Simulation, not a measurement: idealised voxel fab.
A process module follows: voxel double patterning.
Square cell edge 5 nm, section width 210 nm, ID cut.
Bands, listed from the top down, are how a cross-section gets written in this document; the cross-section itself is a grid of square cells, and a band is one or more rows of them. The band entry comprises the height of the band's top followed by the height of its bottom, expressed in nm, and subsequently the band's materials from left to right, each stated together with its width in nm. Where a single material is marked with the word "edge to edge", that material fills the band from edge to edge. The word "air" represents empty space. A quick word on heights: they are counted from 0, and under that level the wafer as it came to us is one material throughout. The lowest band is different from the rest in having no bottom; it simply continues downward, written as in "from 0 down". With a width like "30->40", each row of cells in the band differs from the next by the same amount, the top row carrying the first number and the bottom row the second. When a step is marked "stayed the same", none of the cells in the cross-section changed during that step. "Closed void catalog" enumerates empty spaces isolated from the top, with no open way to it, that contain at least 8 cells, giving each as width x height at distance from the left edge, all three in nm. Where a step's line continues beyond its settings, the continuation is a remark by the simulator itself on that step. overlay nm: where the mask lay relative to plan, measured to the right, on steps with a mask; negatives go left.

Process steps (planned)
1) RECEIVE with material Si
2) CONFORMAL_DEP with material SiO2, thk nm 10
3) DIRECTIONAL_DEP with material polySi, thk nm 10
4) DIRECTIONAL_DEP with material SiCN, thk nm 5
5) DIRECTIONAL_DEP with material aC, thk nm 10
6) PATTERN with tone open, mask id FIRST, material resist, width nm 15, pitch nm 50, thk nm 30, overlay nm 0
7) DIRECTIONAL_ETCH with etch materials aC, depth nm 10
8) STRIP with etch materials resist
9) DIRECTIONAL_ETCH with etch materials SiCN, depth nm 5
10) STRIP with etch materials aC
11) MASKED_ETCH with tone open, mask id SECOND, width nm 15, pitch nm 50, etch materials SiCN, depth nm 5, overlay nm 0
12) DIRECTIONAL_ETCH with etch materials polySi, depth nm 10
13) STRIP with etch materials SiCN

As received, after step 1
  from 0 down  Si edge to edge
  Closed void catalog: none

As-planned run: cross-section of the first of two wafers at end of module
  from 20 to 10  polySi 45 nm  air 15 nm  polySi 10 nm  air 15 nm  polySi 10 nm  air 15 nm  polySi 10 nm  air 15 nm  polySi 10 nm  air 15 nm  polySi 50 nm
  from 10 to 0  SiO2 edge to edge
  from 0 down  Si edge to edge
  Closed void catalog: none

Presented here is a cross-section of the second of the two wafers as it stood at the end of the module. It was started in the same manner and assigned the same plan as the first wafer; however, one mistake was made in its execution
  from 20 to 10  polySi 40 nm  air 25 nm  polySi 5 nm  air 15 nm  polySi 5 nm  air 25 nm  polySi 5 nm  air 15 nm  polySi 5 nm  air 25 nm  polySi 45 nm
  from 10 to 0  SiO2 edge to edge
  from 0 down  Si edge to edge
  Closed void catalog: none
It is concluded that the wafer was processed incorrectly with respect to the plan, in that step 6 was run on a setting that differed from the plan, and what really ran there is PATTERN with tone open, mask id FIRST, material resist, width nm 25, pitch nm 50, thk nm 30, overlay nm 0
Final cells, second wafer relative to first, materials higher or lower: polySi: 12 fewer
